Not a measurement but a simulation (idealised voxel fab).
Title: Process Module voxel self aligned vias
In the cross-section labelled cut, the width is 255 nm and each square cell is 5 nm.
Think of the cross-section as a grid of square cells. We describe it in bands, top to bottom, and each band covers one or more rows of those cells.
Quick guide to a band line: top height, bottom height (nm) up front; then every material left to right with its width in nm. Only one material and it's marked "everywhere"? Then it fills the band edge to edge. And "empty" just means empty space.
Counting heights begins at 0, where everything beneath is, in the wafer as received, one material. The lowest band has no bottom; it goes on downwards, as "0 and below" shows.
The two numbers in a width such as "30->40" mark its ends across the band: the first belongs to the top row of cells, the second to the bottom row, and from each row to the next the width moves by the same amount.
What does "no change" mean for a step? It means no cell of the cross-section changed in that step.
You'll see "Closed cavities" listing empty spaces that have no way open to the top, as long as they're 8 cells or more; the notation is width x height at distance, where the distance is from the left edge, and all of it is in nm.
Step line, after settings: the simulator's comment on this step.
When a step includes a mask, the "overlay nm" setting on its line states how far to the right of its planned place that mask lay, and negative values state how far to the left.
Read each pair as before and after one process step. The after cross-section shows only down to the lowest band that changed. The step between them and its settings are given below the pair. Pairs can come from different runs of this module on the same starting wafer. A pair continues from the pair above only where its "Pre-process cross-section" entry says so.

[Pre-process cross-section]
> 55 down to 45  SiN everywhere
> 45 down to 30  80 nm lowk | 25 nm SiN | 45 nm lowk | 25 nm SiN | 80 nm lowk
> 30 down to 20  80 nm lowk | 5 nm TiN | 15 nm Ru | 5 nm TiN | 45 nm lowk | 5 nm TiN | 15 nm Ru | 5 nm TiN | 80 nm lowk
> 20 down to 15  80 nm lowk | 25 nm TiN | 45 nm lowk | 25 nm TiN | 80 nm lowk
> 15 down to 10  SiCN everywhere
> 10 down to 0  SiO2 everywhere
> 0 and below  Si everywhere
> Closed cavities: none

[Section After Processing]
> 45 down to 30  80 nm lowk | 25 nm SiN | 45 nm lowk | 25 nm SiN | 80 nm lowk
> All layers under 30 are left as they were.
> Closed cavities: none
Looking at the two cross-sections above, the step in the middle is CMP | height nm 45

Pre-process cross-section: check the pair just above; its after cross-section is our before state.

[Section After Processing]
> 60 down to 45  lowk everywhere
> All layers under 45 are left as they were.
> Closed cavities: none
Looking at the two cross-sections above, the step in the middle is DIRECTIONAL_DEP | material lowk | thk nm 15

Pre-process cross-section: check the pair just above; its after cross-section is our before state.

[Section After Processing]
> 70 down to 60  aC everywhere
> All layers under 60 are left as they were.
> Closed cavities: none
Looking at the two cross-sections above, the step in the middle is DIRECTIONAL_DEP | material aC | thk nm 10

Pre-process cross-section: check the pair just above; its after cross-section is our before state.

[Section After Processing]
> 100 down to 70  70 nm resist | 45 nm empty | 140 nm resist
> All layers under 70 are left as they were.
> Closed cavities: none
Looking at the two cross-sections above, the step in the middle is PATTERN | tone open | mask id VIAS | material resist | width nm 45 | thk nm 30 | overlay nm 0

Pre-process cross-section: check the pair just above; its after cross-section is our before state.

[Section After Processing]
> 90 down to 70  70 nm resist | 45 nm empty | 140 nm resist
> 70 down to 60  70 nm aC | 45 nm empty | 140 nm aC
> All layers under 60 are left as they were.
> Closed cavities: none
Looking at the two cross-sections above, the step in the middle is DIRECTIONAL_ETCH | etch materials aC | depth nm 10

Pre-process cross-section: check the pair just above; its after cross-section is our before state.

[Section After Processing]
> 70 down to 60  70 nm aC | 45 nm empty | 140 nm aC
> All layers under 60 are left as they were.
> Closed cavities: none
Looking at the two cross-sections above, the step in the middle is STRIP | etch materials resist

Pre-process cross-section: check the pair just above; its after cross-section is our before state.

[Section After Processing]
> 70 down to 60  70 nm aC | 45 nm empty | 140 nm aC
> 60 down to 45  70 nm lowk | 45 nm empty | 140 nm lowk
> All layers under 45 are left as they were.
> Closed cavities: none
Looking at the two cross-sections above, the step in the middle is DIRECTIONAL_ETCH | etch materials lowk | depth nm 15

Pre-process cross-section: check the pair just above; its after cross-section is our before state.

[Section After Processing]
> 70 down to 60  70 nm aC | 45 nm empty | 140 nm aC
> 60 down to 45  70 nm lowk | 45 nm empty | 140 nm lowk
> 45 down to 40  80 nm lowk | 25 nm empty | 45 nm lowk | 25 nm SiN | 80 nm lowk
> All layers under 40 are left as they were.
> Closed cavities: none
Looking at the two cross-sections above, the step in the middle is DIRECTIONAL_ETCH | etch materials SiN | depth nm 5

Pre-process cross-section: check the pair just above; its after cross-section is our before state.

[Section After Processing]
> 60 down to 45  70 nm lowk | 45 nm empty | 140 nm lowk
> All layers under 45 are left as they were.
> Closed cavities: none
Looking at the two cross-sections above, the step in the middle is STRIP | etch materials aC

Pre-process cross-section: check the pair just above; its after cross-section is our before state.

[Section After Processing]
> 65 down to 60  75 nm TiN | 35 nm empty | 145 nm TiN
> 60 down to 50  70 nm lowk | 5 nm TiN | 35 nm empty | 5 nm TiN | 140 nm lowk
> 50 down to 45  70 nm lowk | 15 nm TiN | 15 nm empty | 15 nm TiN | 140 nm lowk
> 45 down to 40  80 nm lowk | 25 nm TiN | 45 nm lowk | 25 nm SiN | 80 nm lowk
> All layers under 40 are left as they were.
> Closed cavities: none
Looking at the two cross-sections above, the step in the middle is CONFORMAL_DEP | material TiN | thk nm 5

Pre-process cross-section: check the pair just above; its after cross-section is our before state.

[Section After Processing]
> 70 down to 65  Ru everywhere
> 65 down to 60  75 nm TiN | 35 nm Ru | 145 nm TiN
> 60 down to 50  70 nm lowk | 5 nm TiN | 35 nm Ru | 5 nm TiN | 140 nm lowk
> 50 down to 45  70 nm lowk | 15 nm TiN | 15 nm Ru | 15 nm TiN | 140 nm lowk
> All layers under 45 are left as they were.
> Closed cavities: none
Looking at the two cross-sections above, the step in the middle is FILL_DEP | material Ru | thk nm 5

Pre-process cross-section: check the pair just above; its after cross-section is our before state.

[Section After Processing]
> 60 down to 50  70 nm lowk | 5 nm TiN | 35 nm Ru | 5 nm TiN | 140 nm lowk
> All layers under 50 are left as they were.
> Closed cavities: none
Looking at the two cross-sections above, the step in the middle is CMP | height nm 60

Pre-process cross-section: check the pair just above; its after cross-section is our before state.

[Section After Processing]
> 65 down to 60  SiN everywhere
> All layers under 60 are left as they were.
> Closed cavities: none
Looking at the two cross-sections above, the step in the middle is CONFORMAL_DEP | material SiN | thk nm 5

[Pre-process cross-section]
> 70 down to 60  aC everywhere
> 60 down to 45  lowk everywhere
> 45 down to 40  80 nm lowk | 25 nm SiN | 45 nm lowk | 25 nm SiN | 80 nm lowk
> 40 down to 20  80 nm lowk | 5 nm TiN | 15 nm Ru | 5 nm TiN | 45 nm lowk | 5 nm TiN | 15 nm Ru | 5 nm TiN | 80 nm lowk
> 20 down to 15  80 nm lowk | 25 nm TiN | 45 nm lowk | 25 nm TiN | 80 nm lowk
> 15 down to 10  SiCN everywhere
> 10 down to 0  SiO2 everywhere
> 0 and below  Si everywhere
> Closed cavities: none

[Section After Processing]
> 100 down to 70  75 nm resist | 35 nm empty | 145 nm resist
> All layers under 70 are left as they were.
> Closed cavities: none
Looking at the two cross-sections above, the step in the middle is PATTERN | tone open | mask id VIAS | material resist | width nm 35 | thk nm 30 | overlay nm 0

Pre-process cross-section: check the pair just above; its after cross-section is our before state.

[Section After Processing]
> 90 down to 70  75 nm resist | 35 nm empty | 145 nm resist
> 70 down to 60  75 nm aC | 35 nm empty | 145 nm aC
> All layers under 60 are left as they were.
> Closed cavities: none
Looking at the two cross-sections above, the step in the middle is DIRECTIONAL_ETCH | etch materials aC | depth nm 10

Pre-process cross-section: check the pair just above; its after cross-section is our before state.

[Section After Processing]
> 70 down to 60  75 nm aC | 35 nm empty | 145 nm aC
> All layers under 60 are left as they were.
> Closed cavities: none
Looking at the two cross-sections above, the step in the middle is STRIP | etch materials resist

Pre-process cross-section: check the pair just above; its after cross-section is our before state.

[Section After Processing]
> 70 down to 60  75 nm aC | 35 nm empty | 145 nm aC
> 60 down to 45  75 nm lowk | 35 nm empty | 145 nm lowk
> All layers under 45 are left as they were.
> Closed cavities: none
Looking at the two cross-sections above, the step in the middle is DIRECTIONAL_ETCH | etch materials lowk | depth nm 15

Pre-process cross-section: check the pair just above; its after cross-section is our before state.

[Section After Processing]
> 70 down to 60  75 nm aC | 35 nm empty | 145 nm aC
> 60 down to 45  75 nm lowk | 35 nm empty | 145 nm lowk
> 45 down to 40  80 nm lowk | 25 nm empty | 45 nm lowk | 25 nm SiN | 80 nm lowk
> All layers under 40 are left as they were.
> Closed cavities: none
Looking at the two cross-sections above, the step in the middle is DIRECTIONAL_ETCH | etch materials SiN | depth nm 5

Pre-process cross-section: check the pair just above; its after cross-section is our before state.

[Section After Processing]
> 60 down to 45  75 nm lowk | 35 nm empty | 145 nm lowk
> All layers under 45 are left as they were.
> Closed cavities: none
Looking at the two cross-sections above, the step in the middle is STRIP | etch materials aC

Pre-process cross-section: check the pair just above; its after cross-section is our before state.

[Section After Processing]
> 65 down to 60  80 nm TiN | 25 nm empty | 150 nm TiN
> 60 down to 50  75 nm lowk | 5 nm TiN | 25 nm empty | 5 nm TiN | 145 nm lowk
> 50 down to 45  75 nm lowk | 10 nm TiN | 15 nm empty | 10 nm TiN | 145 nm lowk
> 45 down to 40  80 nm lowk | 25 nm TiN | 45 nm lowk | 25 nm SiN | 80 nm lowk
> All layers under 40 are left as they were.
> Closed cavities: none
Looking at the two cross-sections above, the step in the middle is CONFORMAL_DEP | material TiN | thk nm 5

Pre-process cross-section: check the pair just above; its after cross-section is our before state.

[Section After Processing]
> 70 down to 65  Ru everywhere
> 65 down to 60  80 nm TiN | 25 nm Ru | 150 nm TiN
> 60 down to 50  75 nm lowk | 5 nm TiN | 25 nm Ru | 5 nm TiN | 145 nm lowk
> 50 down to 45  75 nm lowk | 10 nm TiN | 15 nm Ru | 10 nm TiN | 145 nm lowk
> All layers under 45 are left as they were.
> Closed cavities: none
Looking at the two cross-sections above, the step in the middle is FILL_DEP | material Ru | thk nm 5

Pre-process cross-section: check the pair just above; its after cross-section is our before state.

[Section After Processing]
> 60 down to 50  75 nm lowk | 5 nm TiN | 25 nm Ru | 5 nm TiN | 145 nm lowk
> All layers under 50 are left as they were.
> Closed cavities: none
Looking at the two cross-sections above, the step in the middle is CMP | height nm 60

Pre-process cross-section: check the pair just above; its after cross-section is our before state.

[Section After Processing]
> 65 down to 60  SiN everywhere
> All layers under 60 are left as they were.
> Closed cavities: none
Looking at the two cross-sections above, the step in the middle is CONFORMAL_DEP | material SiN | thk nm 5

[Pre-process cross-section]
> 70 down to 60  aC everywhere
> 60 down to 45  lowk everywhere
> 45 down to 40  80 nm lowk | 25 nm SiN | 45 nm lowk | 25 nm SiN | 80 nm lowk
> 40 down to 20  80 nm lowk | 5 nm TiN | 15 nm Ru | 5 nm TiN | 45 nm lowk | 5 nm TiN | 15 nm Ru | 5 nm TiN | 80 nm lowk
> 20 down to 15  80 nm lowk | 25 nm TiN | 45 nm lowk | 25 nm TiN | 80 nm lowk
> 15 down to 10  SiCN everywhere
> 10 down to 0  SiO2 everywhere
> 0 and below  Si everywhere
> Closed cavities: none

[Section After Processing]
> 100 down to 70  65 nm resist | 45 nm empty | 145 nm resist
> All layers under 70 are left as they were.
> Closed cavities: none
Looking at the two cross-sections above, the step in the middle is PATTERN | tone open | mask id VIAS | material resist | width nm 45 | thk nm 30 | overlay nm -5

Pre-process cross-section: check the pair just above; its after cross-section is our before state.

[Section After Processing]
> 90 down to 70  65 nm resist | 45 nm empty | 145 nm resist
> 70 down to 60  65 nm aC | 45 nm empty | 145 nm aC
> All layers under 60 are left as they were.
> Closed cavities: none
Looking at the two cross-sections above, the step in the middle is DIRECTIONAL_ETCH | etch materials aC | depth nm 10

Pre-process cross-section: check the pair just above; its after cross-section is our before state.

[Section After Processing]
> 70 down to 60  65 nm aC | 45 nm empty | 145 nm aC
> All layers under 60 are left as they were.
> Closed cavities: none
Looking at the two cross-sections above, the step in the middle is STRIP | etch materials resist

Pre-process cross-section: check the pair just above; its after cross-section is our before state.

[Section After Processing]
> 70 down to 60  65 nm aC | 45 nm empty | 145 nm aC
> 60 down to 45  65 nm lowk | 45 nm empty | 145 nm lowk
> All layers under 45 are left as they were.
> Closed cavities: none
Looking at the two cross-sections above, the step in the middle is DIRECTIONAL_ETCH | etch materials lowk | depth nm 15

Pre-process cross-section: check the pair just above; its after cross-section is our before state.

[Section After Processing]
> 70 down to 60  65 nm aC | 45 nm empty | 145 nm aC
> 60 down to 45  65 nm lowk | 45 nm empty | 145 nm lowk
> 45 down to 40  80 nm lowk | 25 nm empty | 45 nm lowk | 25 nm SiN | 80 nm lowk
> All layers under 40 are left as they were.
> Closed cavities: none
Looking at the two cross-sections above, the step in the middle is DIRECTIONAL_ETCH | etch materials SiN | depth nm 5

Pre-process cross-section: check the pair just above; its after cross-section is our before state.

[Section After Processing]
> 60 down to 45  65 nm lowk | 45 nm empty | 145 nm lowk
> All layers under 45 are left as they were.
> Closed cavities: none
Looking at the two cross-sections above, the step in the middle is STRIP | etch materials aC

Pre-process cross-section: check the pair just above; its after cross-section is our before state.

[Section After Processing]
> 65 down to 60  70 nm TiN | 35 nm empty | 150 nm TiN
> 60 down to 50  65 nm lowk | 5 nm TiN | 35 nm empty | 5 nm TiN | 145 nm lowk
> 50 down to 45  65 nm lowk | 20 nm TiN | 15 nm empty | 10 nm TiN | 145 nm lowk
> 45 down to 40  80 nm lowk | 25 nm TiN | 45 nm lowk | 25 nm SiN | 80 nm lowk
> All layers under 40 are left as they were.
> Closed cavities: none
Looking at the two cross-sections above, the step in the middle is CONFORMAL_DEP | material TiN | thk nm 5

Pre-process cross-section: check the pair just above; its after cross-section is our before state.

[Section After Processing]
> 70 down to 65  Ru everywhere
> 65 down to 60  70 nm TiN | 35 nm Ru | 150 nm TiN
> 60 down to 50  65 nm lowk | 5 nm TiN | 35 nm Ru | 5 nm TiN | 145 nm lowk
> 50 down to 45  65 nm lowk | 20 nm TiN | 15 nm Ru | 10 nm TiN | 145 nm lowk
> All layers under 45 are left as they were.
> Closed cavities: none
Looking at the two cross-sections above, the step in the middle is FILL_DEP | material Ru | thk nm 5

Pre-process cross-section: check the pair just above; its after cross-section is our before state.

[Section After Processing]
> 60 down to 50  65 nm lowk | 5 nm TiN | 35 nm Ru | 5 nm TiN | 145 nm lowk
> All layers under 50 are left as they were.
> Closed cavities: none
Looking at the two cross-sections above, the step in the middle is CMP | height nm 60

Pre-process cross-section: check the pair just above; its after cross-section is our before state.

[Section After Processing]
> 65 down to 60  SiN everywhere
> All layers under 60 are left as they were.
> Closed cavities: none
Looking at the two cross-sections above, the step in the middle is CONFORMAL_DEP | material SiN | thk nm 5

[Pre-process cross-section]
> 45 down to 40  80 nm lowk | 25 nm empty | 45 nm lowk | 25 nm empty | 80 nm lowk
> 40 down to 20  80 nm lowk | 5 nm TiN | 15 nm Ru | 5 nm TiN | 45 nm lowk | 5 nm TiN | 15 nm Ru | 5 nm TiN | 80 nm lowk
> 20 down to 15  80 nm lowk | 25 nm TiN | 45 nm lowk | 25 nm TiN | 80 nm lowk
> 15 down to 10  SiCN everywhere
> 10 down to 0  SiO2 everywhere
> 0 and below  Si everywhere
> Closed cavities: none

[Section After Processing]
> 55 down to 40  lowk everywhere
> All layers under 40 are left as they were.
> Closed cavities: none
Looking at the two cross-sections above, the step in the middle is FILL_DEP | material lowk | thk nm 10

Pre-process cross-section: check the pair just above; its after cross-section is our before state.

[Section After Processing]
> 45 down to 40  lowk everywhere
> All layers under 40 are left as they were.
> Closed cavities: none
Looking at the two cross-sections above, the step in the middle is CMP | height nm 45

Pre-process cross-section: check the pair just above; its after cross-section is our before state.

[Section After Processing]
> 60 down to 40  lowk everywhere
> All layers under 40 are left as they were.
> Closed cavities: none
Looking at the two cross-sections above, the step in the middle is DIRECTIONAL_DEP | material lowk | thk nm 15

Pre-process cross-section: check the pair just above; its after cross-section is our before state.

[Section After Processing]
> 70 down to 60  aC everywhere
> All layers under 60 are left as they were.
> Closed cavities: none
Looking at the two cross-sections above, the step in the middle is DIRECTIONAL_DEP | material aC | thk nm 10

Pre-process cross-section: check the pair just above; its after cross-section is our before state.

[Section After Processing]
> 100 down to 70  70 nm resist | 45 nm empty | 140 nm resist
> All layers under 70 are left as they were.
> Closed cavities: none
Looking at the two cross-sections above, the step in the middle is PATTERN | tone open | mask id VIAS | material resist | width nm 45 | thk nm 30 | overlay nm 0

Pre-process cross-section: check the pair just above; its after cross-section is our before state.

[Section After Processing]
> 90 down to 70  70 nm resist | 45 nm empty | 140 nm resist
> 70 down to 60  70 nm aC | 45 nm empty | 140 nm aC
> All layers under 60 are left as they were.
> Closed cavities: none
Looking at the two cross-sections above, the step in the middle is DIRECTIONAL_ETCH | etch materials aC | depth nm 10

Pre-process cross-section: check the pair just above; its after cross-section is our before state.

[Section After Processing]
> 70 down to 60  70 nm aC | 45 nm empty | 140 nm aC
> All layers under 60 are left as they were.
> Closed cavities: none
Looking at the two cross-sections above, the step in the middle is STRIP | etch materials resist

Pre-process cross-section: check the pair just above; its after cross-section is our before state.

[Section After Processing]
> 70 down to 60  70 nm aC | 45 nm empty | 140 nm aC
> 60 down to 45  70 nm lowk | 45 nm empty | 140 nm lowk
> All layers under 45 are left as they were.
> Closed cavities: none
Looking at the two cross-sections above, the step in the middle is DIRECTIONAL_ETCH | etch materials lowk | depth nm 15

Pre-process cross-section: check the pair just above; its after cross-section is our before state.

[Section After Processing]
> 60 down to 45  70 nm lowk | 45 nm empty | 140 nm lowk
> All layers under 45 are left as they were.
> Closed cavities: none
Looking at the two cross-sections above, the step in the middle is STRIP | etch materials aC

Pre-process cross-section: check the pair just above; its after cross-section is our before state.

[Section After Processing]
> 65 down to 60  75 nm TiN | 35 nm empty | 145 nm TiN
> 60 down to 50  70 nm lowk | 5 nm TiN | 35 nm empty | 5 nm TiN | 140 nm lowk
> 50 down to 45  70 nm lowk | 45 nm TiN | 140 nm lowk
> All layers under 45 are left as they were.
> Closed cavities: none
Looking at the two cross-sections above, the step in the middle is CONFORMAL_DEP | material TiN | thk nm 5

Pre-process cross-section: check the pair just above; its after cross-section is our before state.

[Section After Processing]
> 70 down to 65  Ru everywhere
> 65 down to 60  75 nm TiN | 35 nm Ru | 145 nm TiN
> 60 down to 50  70 nm lowk | 5 nm TiN | 35 nm Ru | 5 nm TiN | 140 nm lowk
> All layers under 50 are left as they were.
> Closed cavities: none
Looking at the two cross-sections above, the step in the middle is FILL_DEP | material Ru | thk nm 5

Pre-process cross-section: check the pair just above; its after cross-section is our before state.

[Section After Processing]
> 60 down to 50  70 nm lowk | 5 nm TiN | 35 nm Ru | 5 nm TiN | 140 nm lowk
> All layers under 50 are left as they were.
> Closed cavities: none
Looking at the two cross-sections above, the step in the middle is CMP | height nm 60

Pre-process cross-section: check the pair just above; its after cross-section is our before state.

[Section After Processing]
> 65 down to 60  SiN everywhere
> All layers under 60 are left as they were.
> Closed cavities: none
Looking at the two cross-sections above, the step in the middle is CONFORMAL_DEP | material SiN | thk nm 5

[Pre-process cross-section]
> 45 down to 15  lowk everywhere
> 15 down to 10  SiCN everywhere
> 10 down to 0  SiO2 everywhere
> 0 and below  Si everywhere
> Closed cavities: none

[Section After Processing]
> 60 down to 45  80 nm empty | 25 nm resist | 45 nm empty | 25 nm resist | 80 nm empty
> All layers under 45 are left as they were.
> Closed cavities: none
Looking at the two cross-sections above, the step in the middle is PATTERN | tone cover | mask id LINES | material resist | width nm 25 | pitch nm 70 | thk nm 15 | overlay nm 0

Pre-process cross-section: check the pair just above; its after cross-section is our before state.

[Section After Processing]
> 60 down to 45  80 nm empty | 25 nm resist | 45 nm empty | 25 nm resist | 80 nm empty
> 45 down to 15  80 nm empty | 25 nm lowk | 45 nm empty | 25 nm lowk | 80 nm empty
> All layers under 15 are left as they were.
> Closed cavities: none
Looking at the two cross-sections above, the step in the middle is DIRECTIONAL_ETCH | etch materials lowk | depth nm 30

Pre-process cross-section: check the pair just above; its after cross-section is our before state.

[Section After Processing]
> 45 down to 15  80 nm empty | 25 nm lowk | 45 nm empty | 25 nm lowk | 80 nm empty
> All layers under 15 are left as they were.
> Closed cavities: none
Looking at the two cross-sections above, the step in the middle is STRIP | etch materials resist

Pre-process cross-section: check the pair just above; its after cross-section is our before state.

[Section After Processing]
> 50 down to 45  75 nm empty | 35 nm TiN | 35 nm empty | 35 nm TiN | 75 nm empty
> 45 down to 20  75 nm empty | 5 nm TiN | 25 nm lowk | 5 nm TiN | 35 nm empty | 5 nm TiN | 25 nm lowk | 5 nm TiN | 75 nm empty
> 20 down to 15  80 nm TiN | 25 nm lowk | 45 nm TiN | 25 nm lowk | 80 nm TiN
> All layers under 15 are left as they were.
> Closed cavities: none
Looking at the two cross-sections above, the step in the middle is CONFORMAL_DEP | material TiN | thk nm 5

Pre-process cross-section: check the pair just above; its after cross-section is our before state.

[Section After Processing]
> 55 down to 50  Ru everywhere
> 50 down to 45  75 nm Ru | 35 nm TiN | 35 nm Ru | 35 nm TiN | 75 nm Ru
> 45 down to 20  75 nm Ru | 5 nm TiN | 25 nm lowk | 5 nm TiN | 35 nm Ru | 5 nm TiN | 25 nm lowk | 5 nm TiN | 75 nm Ru
> All layers under 20 are left as they were.
> Closed cavities: none
Looking at the two cross-sections above, the step in the middle is FILL_DEP | material Ru | thk nm 5

Pre-process cross-section: check the pair just above; its after cross-section is our before state.

[Section After Processing]
> 45 down to 20  75 nm Ru | 5 nm TiN | 25 nm lowk | 5 nm TiN | 35 nm Ru | 5 nm TiN | 25 nm lowk | 5 nm TiN | 75 nm Ru
> All layers under 20 are left as they were.
> Closed cavities: none
Looking at the two cross-sections above, the step in the middle is CMP | height nm 45

Pre-process cross-section: check the pair just above; its after cross-section is our before state.

[Section After Processing]
> 45 down to 40  80 nm empty | 25 nm lowk | 45 nm empty | 25 nm lowk | 80 nm empty
> All layers under 40 are left as they were.
> Closed cavities: none
Looking at the two cross-sections above, the step in the middle is SELECTIVE_ETCH | etch materials W Ru TiN | depth nm 5

Pre-process cross-section: check the pair just above; its after cross-section is our before state.

[Section After Processing]
> 55 down to 45  SiN everywhere
> 45 down to 40  80 nm SiN | 25 nm lowk | 45 nm SiN | 25 nm lowk | 80 nm SiN
> All layers under 40 are left as they were.
> Closed cavities: none
Looking at the two cross-sections above, the step in the middle is FILL_DEP | material SiN | thk nm 10

Pre-process cross-section: check the pair just above; its after cross-section is our before state.

[Section After Processing]
> 45 down to 40  80 nm SiN | 25 nm lowk | 45 nm SiN | 25 nm lowk | 80 nm SiN
> All layers under 40 are left as they were.
> Closed cavities: none
Looking at the two cross-sections above, the step in the middle is CMP | height nm 45

Pre-process cross-section: check the pair just above; its after cross-section is our before state.

[Section After Processing]
> 60 down to 45  lowk everywhere
> All layers under 45 are left as they were.
> Closed cavities: none
Looking at the two cross-sections above, the step in the middle is DIRECTIONAL_DEP | material lowk | thk nm 15

Pre-process cross-section: check the pair just above; its after cross-section is our before state.

[Section After Processing]
> 70 down to 60  aC everywhere
> All layers under 60 are left as they were.
> Closed cavities: none
Looking at the two cross-sections above, the step in the middle is DIRECTIONAL_DEP | material aC | thk nm 10

Pre-process cross-section: check the pair just above; its after cross-section is our before state.

[Section After Processing]
> 100 down to 70  70 nm resist | 45 nm empty | 140 nm resist
> All layers under 70 are left as they were.
> Closed cavities: none
Looking at the two cross-sections above, the step in the middle is PATTERN | tone open | mask id VIAS | material resist | width nm 45 | thk nm 30 | overlay nm 0

Pre-process cross-section: check the pair just above; its after cross-section is our before state.

[Section After Processing]
> 90 down to 70  70 nm resist | 45 nm empty | 140 nm resist
> 70 down to 60  70 nm aC | 45 nm empty | 140 nm aC
> All layers under 60 are left as they were.
> Closed cavities: none
Looking at the two cross-sections above, the step in the middle is DIRECTIONAL_ETCH | etch materials aC | depth nm 10

Pre-process cross-section: check the pair just above; its after cross-section is our before state.

[Section After Processing]
> 70 down to 60  70 nm aC | 45 nm empty | 140 nm aC
> All layers under 60 are left as they were.
> Closed cavities: none
Looking at the two cross-sections above, the step in the middle is STRIP | etch materials resist

Pre-process cross-section: check the pair just above; its after cross-section is our before state.

[Section After Processing]
> 70 down to 60  70 nm aC | 45 nm empty | 140 nm aC
> 60 down to 45  70 nm lowk | 45 nm empty | 140 nm lowk
> All layers under 45 are left as they were.
> Closed cavities: none
Looking at the two cross-sections above, the step in the middle is DIRECTIONAL_ETCH | etch materials lowk | depth nm 15

Pre-process cross-section: check the pair just above; its after cross-section is our before state.

[Section After Processing]
> 70 down to 60  70 nm aC | 45 nm empty | 140 nm aC
> 60 down to 45  70 nm lowk | 45 nm empty | 140 nm lowk
> 45 down to 40  70 nm SiN | 10 nm empty | 25 nm lowk | 10 nm empty | 35 nm SiN | 25 nm lowk | 80 nm SiN
> All layers under 40 are left as they were.
> Closed cavities: none
Looking at the two cross-sections above, the step in the middle is DIRECTIONAL_ETCH | etch materials SiN | depth nm 5

Pre-process cross-section: check the pair just above; its after cross-section is our before state.

[Section After Processing]
> 60 down to 45  70 nm lowk | 45 nm empty | 140 nm lowk
> All layers under 45 are left as they were.
> Closed cavities: none
Looking at the two cross-sections above, the step in the middle is STRIP | etch materials aC

Pre-process cross-section: check the pair just above; its after cross-section is our before state.

[Section After Processing]
> 65 down to 60  75 nm TiN | 35 nm empty | 145 nm TiN
> 60 down to 50  70 nm lowk | 5 nm TiN | 35 nm empty | 5 nm TiN | 140 nm lowk
> 50 down to 45  70 nm lowk | 45 nm TiN | 140 nm lowk
> 45 down to 40  70 nm SiN | 10 nm TiN | 25 nm lowk | 10 nm TiN | 35 nm SiN | 25 nm lowk | 80 nm SiN
> All layers under 40 are left as they were.
> Closed cavities: none
Looking at the two cross-sections above, the step in the middle is CONFORMAL_DEP | material TiN | thk nm 5

Pre-process cross-section: check the pair just above; its after cross-section is our before state.

[Section After Processing]
> 70 down to 65  Ru everywhere
> 65 down to 60  75 nm TiN | 35 nm Ru | 145 nm TiN
> 60 down to 50  70 nm lowk | 5 nm TiN | 35 nm Ru | 5 nm TiN | 140 nm lowk
> All layers under 50 are left as they were.
> Closed cavities: none
Looking at the two cross-sections above, the step in the middle is FILL_DEP | material Ru | thk nm 5

Pre-process cross-section: check the pair just above; its after cross-section is our before state.

[Section After Processing]
> 60 down to 50  70 nm lowk | 5 nm TiN | 35 nm Ru | 5 nm TiN | 140 nm lowk
> All layers under 50 are left as they were.
> Closed cavities: none
Looking at the two cross-sections above, the step in the middle is CMP | height nm 60

Pre-process cross-section: check the pair just above; its after cross-section is our before state.

[Section After Processing]
> 65 down to 60  SiN everywhere
> All layers under 60 are left as they were.
> Closed cavities: none
Looking at the two cross-sections above, the step in the middle is CONFORMAL_DEP | material SiN | thk nm 5
